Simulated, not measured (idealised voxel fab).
process module | voxel capacitor over wiring
cross-section cut | 255 nm wide | cells 5 nm
A cross-section is a grid of square cells, given in bands from the top down. A band is one or more rows of cells.
Each band's line starts with the height of the band's top and of its bottom, in nm. Then come its materials from left to right, each with its width in nm. One material with "throughout" fills the band from edge to edge. "air" is empty space.
Height 0 is the level under which the wafer as received is all one material. The lowest band goes on downwards, as in "0 down".
A width such as "30 to 40" changes by the same amount from each row of cells to the next, from the band's top row to its bottom row.
"no change" after a step means that no cell of the cross-section changed.
closed voids: empty space of 8 cells or more with no open way to the top, each as width x height at its distance from the left edge, in nm
after a step's settings: what the simulator itself notes on the step
overlay nm, on a step with a mask: how far to the right of its planned place the mask lay; to the left if negative
plan
1 op RECEIVE | material Si
2 op CONFORMAL_DEP | material SiO2 | thk nm 10
3 op CONFORMAL_DEP | material SiCN | thk nm 5
4 op DIRECTIONAL_DEP | material lowk | thk nm 20
5 op DIRECTIONAL_DEP | material aC | thk nm 10
6 op PATTERN | tone open | mask id METAL_1 | material resist | width nm 30 | pitch nm 80 | thk nm 25 | overlay nm 0
7 op DIRECTIONAL_ETCH | etch materials aC | depth nm 10
8 op STRIP | etch materials resist
9 op DIRECTIONAL_ETCH | etch materials lowk | depth nm 20
10 op DIRECTIONAL_ETCH | etch materials SiCN | depth nm 5
11 op STRIP | etch materials aC
12 op CONFORMAL_DEP | material TiN | thk nm 5
13 op FILL_DEP | material Cu | thk nm 5
14 op CMP | height nm 35
15 op CONFORMAL_DEP | material SiCN | thk nm 5
16 op DIRECTIONAL_DEP | material lowk | thk nm 10
17 op MASKED_ETCH | tone open | mask id PLUG_1 | width nm 15 | etch materials lowk | depth nm 10 | overlay nm 0
18 op MASKED_ETCH | tone open | mask id PLUG_1 | width nm 15 | etch materials SiCN | depth nm 5 | overlay nm 0
19 op EPI | material Ru | thk nm 10
20 op EPI | material Ru | thk nm 5
21 op DIRECTIONAL_DEP | material TiN | thk nm 10
22 op DIRECTIONAL_DEP | material Al2O3 | thk nm 5
23 op DIRECTIONAL_DEP | material TiN | thk nm 10
24 op PATTERN | tone cover | mask id UPPER_PLATE | material resist | width nm 55 | thk nm 20 | overlay nm 0
25 op DIRECTIONAL_ETCH | etch materials TiN | depth nm 10
26 op DIRECTIONAL_ETCH | etch materials Al2O3 | depth nm 5
27 op STRIP | etch materials resist
28 op MASKED_ETCH | tone cover | mask id LOWER_PLATE | width nm 65 | etch materials TiN | depth nm 10 | overlay nm 0
29 op FILL_DEP | material SiO2 | thk nm 15
30 op CMP | height nm 85
31 op MASKED_ETCH | tone open | mask id PLUG_2 | width nm 15 | etch materials SiO2 | depth nm 10 | overlay nm 0
32 op CONFORMAL_DEP | material TiN | thk nm 5
33 op FILL_DEP | material Ru | thk nm 5
34 op CMP | height nm 85
35 op CONFORMAL_DEP | material SiN | thk nm 5
first wafer, as planned
as received, after step 1
  0 down: Si throughout
  closed voids: none
after step 2
  10 to 0: SiO2 throughout
  below 0: unchanged
after step 3
  15 to 10: SiCN throughout
  below 10: unchanged
after step 4
  35 to 15: lowk throughout
  below 15: unchanged
after step 5
  45 to 35: aC throughout
  below 35: unchanged
after step 6
  70 to 45: resist 70 | air 30 | resist 50 | air 30 | resist 75
  below 45: unchanged
after step 7
  60 to 45: resist 70 | air 30 | resist 50 | air 30 | resist 75
  45 to 35: aC 70 | air 30 | aC 50 | air 30 | aC 75
  below 35: unchanged
after step 8
  45 to 35: aC 70 | air 30 | aC 50 | air 30 | aC 75
  below 35: unchanged
after step 9
  45 to 35: aC 70 | air 30 | aC 50 | air 30 | aC 75
  35 to 15: lowk 70 | air 30 | lowk 50 | air 30 | lowk 75
  below 15: unchanged
after step 10
  45 to 35: aC 70 | air 30 | aC 50 | air 30 | aC 75
  35 to 15: lowk 70 | air 30 | lowk 50 | air 30 | lowk 75
  15 to 10: SiCN 70 | air 30 | SiCN 50 | air 30 | SiCN 75
  below 10: unchanged
after step 11
  35 to 15: lowk 70 | air 30 | lowk 50 | air 30 | lowk 75
  below 15: unchanged
after step 12
  40 to 35: TiN 75 | air 20 | TiN 60 | air 20 | TiN 80
  35 to 15: lowk 70 | TiN 5 | air 20 | TiN 5 | lowk 50 | TiN 5 | air 20 | TiN 5 | lowk 75
  15 to 10: SiCN 70 | TiN 30 | SiCN 50 | TiN 30 | SiCN 75
  below 10: unchanged
after step 13
  45 to 40: Cu throughout
  40 to 35: TiN 75 | Cu 20 | TiN 60 | Cu 20 | TiN 80
  35 to 15: lowk 70 | TiN 5 | Cu 20 | TiN 5 | lowk 50 | TiN 5 | Cu 20 | TiN 5 | lowk 75
  below 15: unchanged
after step 14
  35 to 15: lowk 70 | TiN 5 | Cu 20 | TiN 5 | lowk 50 | TiN 5 | Cu 20 | TiN 5 | lowk 75
  below 15: unchanged
after step 15
  40 to 35: SiCN throughout
  below 35: unchanged
after step 16
  50 to 40: lowk throughout
  below 40: unchanged
after step 17
  50 to 40: lowk 85 | air 15 | lowk 155
  below 40: unchanged
after step 18
  50 to 40: lowk 85 | air 15 | lowk 155
  40 to 35: SiCN 85 | air 15 | SiCN 155
  below 35: unchanged
after step 19
  50 to 45: lowk 85 | air 15 | lowk 155
  45 to 40: lowk 85 | Ru 15 | lowk 155
  40 to 35: SiCN 85 | Ru 15 | SiCN 155
  below 35: unchanged
after step 20
  50 to 40: lowk 85 | Ru 15 | lowk 155
  below 40: unchanged
after step 21
  60 to 50: TiN throughout
  below 50: unchanged
after step 22
  65 to 60: Al2O3 throughout
  below 60: unchanged
after step 23
  75 to 65: TiN throughout
  below 65: unchanged
after step 24
  95 to 75: air 85 | resist 55 | air 115
  below 75: unchanged
after step 25
  95 to 75: air 85 | resist 55 | air 115
  75 to 65: air 85 | TiN 55 | air 115
  below 65: unchanged
after step 26
  95 to 75: air 85 | resist 55 | air 115
  75 to 65: air 85 | TiN 55 | air 115
  65 to 60: air 85 | Al2O3 55 | air 115
  below 60: unchanged
after step 27
  75 to 65: air 85 | TiN 55 | air 115
  below 65: unchanged
after step 28
  75 to 65: air 85 | TiN 55 | air 115
  65 to 60: air 85 | Al2O3 55 | air 115
  60 to 50: air 80 | TiN 65 | air 110
  below 50: unchanged
after step 29
  90 to 75: SiO2 throughout
  75 to 65: SiO2 85 | TiN 55 | SiO2 115
  65 to 60: SiO2 85 | Al2O3 55 | SiO2 115
  60 to 50: SiO2 80 | TiN 65 | SiO2 110
  below 50: unchanged
after step 30
  85 to 75: SiO2 throughout
  below 75: unchanged
after step 31
  85 to 75: SiO2 95 | air 15 | SiO2 145
  below 75: unchanged
after step 32
  90 to 85: TiN 100 | air 5 | TiN 150
  85 to 80: SiO2 95 | TiN 5 | air 5 | TiN 5 | SiO2 145
  80 to 75: SiO2 95 | TiN 15 | SiO2 145
  below 75: unchanged
after step 33
  95 to 90: Ru throughout
  90 to 85: TiN 100 | Ru 5 | TiN 150
  85 to 80: SiO2 95 | TiN 5 | Ru 5 | TiN 5 | SiO2 145
  below 80: unchanged
after step 34
  85 to 80: SiO2 95 | TiN 5 | Ru 5 | TiN 5 | SiO2 145
  below 80: unchanged
after step 35
  90 to 85: SiN throughout
  below 85: unchanged
second wafer: like start, like plan, one mistake. Through step 21 it matches the first wafer
when step 22 should have ended
  65 to 60: aC throughout
  below 60: unchanged
when step 23 should have ended
  75 to 65: TiN throughout
  below 65: unchanged
when step 24 should have ended
  95 to 75: air 85 | resist 55 | air 115
  below 75: unchanged
when step 25 should have ended
  95 to 75: air 85 | resist 55 | air 115
  75 to 65: air 85 | TiN 55 | air 115
  below 65: unchanged
when step 26 should have ended: no change
when step 27 should have ended
  75 to 65: air 85 | TiN 55 | air 115
  below 65: unchanged
when step 28 should have ended: no change
when step 29 should have ended
  90 to 75: SiO2 throughout
  75 to 65: SiO2 85 | TiN 55 | SiO2 115
  below 65: unchanged
when step 30 should have ended
  85 to 75: SiO2 throughout
  below 75: unchanged
when step 31 should have ended
  85 to 75: SiO2 95 | air 15 | SiO2 145
  below 75: unchanged
when step 32 should have ended
  90 to 85: TiN 100 | air 5 | TiN 150
  85 to 80: SiO2 95 | TiN 5 | air 5 | TiN 5 | SiO2 145
  80 to 75: SiO2 95 | TiN 15 | SiO2 145
  below 75: unchanged
when step 33 should have ended
  95 to 90: Ru throughout
  90 to 85: TiN 100 | Ru 5 | TiN 150
  85 to 80: SiO2 95 | TiN 5 | Ru 5 | TiN 5 | SiO2 145
  below 80: unchanged
when step 34 should have ended
  85 to 80: SiO2 95 | TiN 5 | Ru 5 | TiN 5 | SiO2 145
  below 80: unchanged
when step 35 should have ended
  90 to 85: SiN throughout
  below 85: unchanged
what went wrong: step 22 ran as: op DIRECTIONAL_DEP | material aC | thk nm 5
at the end the second wafer has, in cells: 11 fewer of Al2O3 | 116 fewer of SiO2 | 76 more of TiN | 51 more of aC
